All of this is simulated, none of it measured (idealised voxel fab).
Documented hereafter: the process module known as voxel capacitor over wiring.
Section cut is 270 nm wide and gridded with 5 nm square cells.
Just so we're on the same page, the cross-sections are grids of square cells, and they're listed out in bands top to bottom, each band one or more rows deep. Quick guide to a band line: top height, bottom height (nm) up front; then every material left to right with its width in nm. Only one material and it's marked "all across"? Then it fills the band edge to edge. And "blank" just means empty space. Zero point of the height axis is 0; under it, received wafer = one material. Lowest band: continues down indefinitely, "z 0 and below". Top row gets the first number, bottom row gets the second, and each row in between changes by the same step: that is how a band width like "30->40" works. "remained unchanged", as given for a step, is the statement that not any cell of the cross-section underwent a change during that step. Basically, "Closed void entries" tells you about the enclosed voids: empty spaces with no open way to the top, 8 cells or bigger, each written width x height at distance, where distance is from the left edge, all in nm. The remark found on a step's line after its settings is issued by the simulator itself and pertains to that step. Among the settings permitted on a step's line is "overlay nm"; applied to a step with a mask, it specifies the extent to which the mask lay to the right of its planned position, whereas a negative figure signifies a position to the left.
-- This section lists the process steps that were planned
1,RECEIVE (material Si)
2,CONFORMAL_DEP (material SiO2; thk nm 15)
3,CONFORMAL_DEP (material SiN; thk nm 5)
4,DIRECTIONAL_DEP (material lowk; thk nm 20)
5,DIRECTIONAL_DEP (material aC; thk nm 10)
6,PATTERN (tone open; mask id METAL_1; material resist; width nm 20; pitch nm 75; thk nm 30; overlay nm 0)
7,DIRECTIONAL_ETCH (etch materials aC; depth nm 10)
8,STRIP (etch materials resist)
9,DIRECTIONAL_ETCH (etch materials lowk; depth nm 20)
10,DIRECTIONAL_ETCH (etch materials SiN; depth nm 5)
11,STRIP (etch materials aC)
12,CONFORMAL_DEP (material TiN; thk nm 5)
13,FILL_DEP (material W; thk nm 10)
14,CMP (height nm 40)
15,EPI (material Ru; thk nm 5)
16,FILL_DEP (material SiCN; thk nm 5)
17,DIRECTIONAL_DEP (material lowk; thk nm 20)
18,DIRECTIONAL_DEP (material aC; thk nm 15)
19,PATTERN (tone open; mask id PLUG_1; material resist; width nm 15; thk nm 35; overlay nm 0)
20,DIRECTIONAL_ETCH (etch materials aC; depth nm 15)
21,STRIP (etch materials resist)
22,DIRECTIONAL_ETCH (etch materials lowk; depth nm 20)
23,DIRECTIONAL_ETCH (etch materials SiCN; depth nm 5)
24,STRIP (etch materials aC)
25,CONFORMAL_DEP (material TiN; thk nm 5)
26,FILL_DEP (material W; thk nm 10)
27,CMP (height nm 70)
28,DIRECTIONAL_DEP (material TiN; thk nm 10)
29,DIRECTIONAL_DEP (material SiN; thk nm 5)
30,DIRECTIONAL_DEP (material TiN; thk nm 5)
31,MASKED_ETCH (tone cover; mask id UPPER_PLATE; width nm 60; etch materials TiN; depth nm 5; overlay nm 0)
32,MASKED_ETCH (tone cover; mask id UPPER_PLATE; width nm 60; etch materials SiN; depth nm 5; overlay nm 0)
33,PATTERN (tone cover; mask id LOWER_PLATE; material resist; width nm 70; thk nm 15; overlay nm 0)
34,DIRECTIONAL_ETCH (etch materials TiN; depth nm 10)
35,STRIP (etch materials resist)
36,FILL_DEP (material SiO2; thk nm 15)
37,CMP (height nm 100)
38,DIRECTIONAL_DEP (material aC; thk nm 10)
39,PATTERN (tone open; mask id PLUG_2; material resist; width nm 15; thk nm 30; overlay nm 0)
40,DIRECTIONAL_ETCH (etch materials aC; depth nm 10)
41,STRIP (etch materials resist)
42,DIRECTIONAL_ETCH (etch materials SiO2; depth nm 10)
43,STRIP (etch materials aC)
44,CONFORMAL_DEP (material TiN; thk nm 5)
45,FILL_DEP (material Ru; thk nm 10)
46,CMP (height nm 100)
47,CONFORMAL_DEP (material SiN; thk nm 5)
-- Delivered wafer in cross-section: state after step 1
> z 0 and below = Si all across
> Closed void entries: none
-- The module was run from the start shown above using the plan shown above, but one mistake was made doing it; the resulting wafer cross-section is below
> z 105 to 100 = SiN all across
> z 100 to 95 = SiO2 100 | TiN 5 | Ru 5 | TiN 5 | SiO2 155
> z 95 to 90 = SiO2 100 | TiN 15 | SiO2 155
> z 90 to 85 = SiO2 90 | SiN 60 | SiO2 120
> z 85 to 75 = SiO2 85 | TiN 70 | SiO2 115
> z 75 to 70 = TiN all across
> z 70 to 50 = lowk 90 | TiN 5 | W 5 | TiN 5 | lowk 165
> z 50 to 45 = SiCN 90 | TiN 15 | SiCN 165
> z 45 to 40 = SiCN 80 | Ru 30 | SiCN 45 | Ru 30 | SiCN 85
> z 40 to 20 = lowk 85 | TiN 5 | W 10 | TiN 5 | lowk 55 | TiN 5 | W 10 | TiN 5 | lowk 90
> z 20 to 15 = SiN 85 | TiN 20 | SiN 55 | TiN 20 | SiN 90
> z 15 to 0 = SiO2 all across
> z 0 and below = Si all across
> Closed void entries: none
Here's what went sideways: steps 29 and 30 swapped
